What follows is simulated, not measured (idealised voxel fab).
The name of this process module is voxel trench capacitor.
Shown is cross-section cut, with a width of 220 nm and square cells of size 5 nm.
Cross-sections here: square-cell grids, written as top-down lists of bands, a band being one or more rows of cells.
Basically the band line says how high the top is and how high the bottom is, in nm, and then what's in it from left to right, every material with its width in nm. Empty space shows up as "blank", and if a single material carries "throughout" it runs the full band edge to edge.
Height 0 is the level under which the wafer as received is all one material. The lowest band goes on downwards, as in "top 0, no bottom".
Read "30->40" as a graded width: first number on top, second number at the bottom, same change between each pair of neighbouring rows.
"nothing was modified" for a step: no cell of the cross-section changed in that step.
Empty spaces without an open route to the top, at least 8 cells in extent, make up the entry "Sealed internal voids"; each is given as width x height at distance, where the distance is measured from the left edge, and all are in nm.
Anything after a step's settings on that line? It's the simulator's own note about the step.
When a step includes a mask, the "overlay nm" setting on its line states how far to the right of its planned place that mask lay, and negative values state how far to the left.
These are the steps we planned for the process
1: RECEIVE, material Si
2: CONFORMAL_DEP, material SiN, thk nm 5
3: DIRECTIONAL_DEP, material aC, thk nm 10
4: PATTERN, tone open, mask id TRENCH, material resist, width nm 25, pitch nm 40, thk nm 25, overlay nm 0
5: DIRECTIONAL_ETCH, etch materials aC, depth nm 5
6: STRIP, etch materials resist
7: DIRECTIONAL_ETCH, etch materials SiN, depth nm 5
8: DIRECTIONAL_ETCH, etch materials Si, depth nm 25
9: STRIP, etch materials aC
10: CONFORMAL_DEP, material SiO2, thk nm 5
11: FILL_DEP, material polySi, thk nm 5
12: CMP, height nm 5
Wafer-to-wafer difference: depth nm, step 5. Common start. Plan = first wafer's value.
Incoming state of the first of several wafers in cross-section: after step 1
    top 0, no bottom  Si throughout
    Sealed internal voids: none
The figure below presents a cross-section of the first of several wafers at the conclusion of the module, following its last step, step 12
    top 5, bottom 0  SiN throughout
    top 0, no bottom  Si throughout
    Sealed internal voids: none
Wafer cross-section (last wafer, module end)
    top 5, bottom 0  35 nm SiN  5 nm SiO2  15 nm polySi  5 nm SiO2  15 nm SiN  5 nm SiO2  15 nm polySi  5 nm SiO2  15 nm SiN  5 nm SiO2  15 nm polySi  5 nm SiO2  15 nm SiN  5 nm SiO2  15 nm polySi  5 nm SiO2  40 nm SiN
    top 0, bottom -20  35 nm Si  5 nm SiO2  15 nm polySi  5 nm SiO2  15 nm Si  5 nm SiO2  15 nm polySi  5 nm SiO2  15 nm Si  5 nm SiO2  15 nm polySi  5 nm SiO2  15 nm Si  5 nm SiO2  15 nm polySi  5 nm SiO2  40 nm Si
    top -20, bottom -25  35 nm Si  25 nm SiO2  15 nm Si  25 nm SiO2  15 nm Si  25 nm SiO2  15 nm Si  25 nm SiO2  40 nm Si
    top -25, no bottom  Si throughout
    Sealed internal voids: none
So in this table every wafer gets its own row, and what you see is where it stands at the end of the module: for each material, how many cells it picked up (+) or gave up (-) since we received it, and after that its closed voids
depth nm 5 | +44 SiN | Sealed internal voids: none
depth nm 10 | -100 Si | +24 SiN | +60 SiO2 | +60 polySi | Sealed internal voids: none
depth nm 15 | -100 Si | +24 SiN | +60 SiO2 | +60 polySi | Sealed internal voids: none
depth nm 20 | -100 Si | +24 SiN | +60 SiO2 | +60 polySi | Sealed internal voids: none
depth nm 25 | -100 Si | +24 SiN | +60 SiO2 | +60 polySi | Sealed internal voids: none
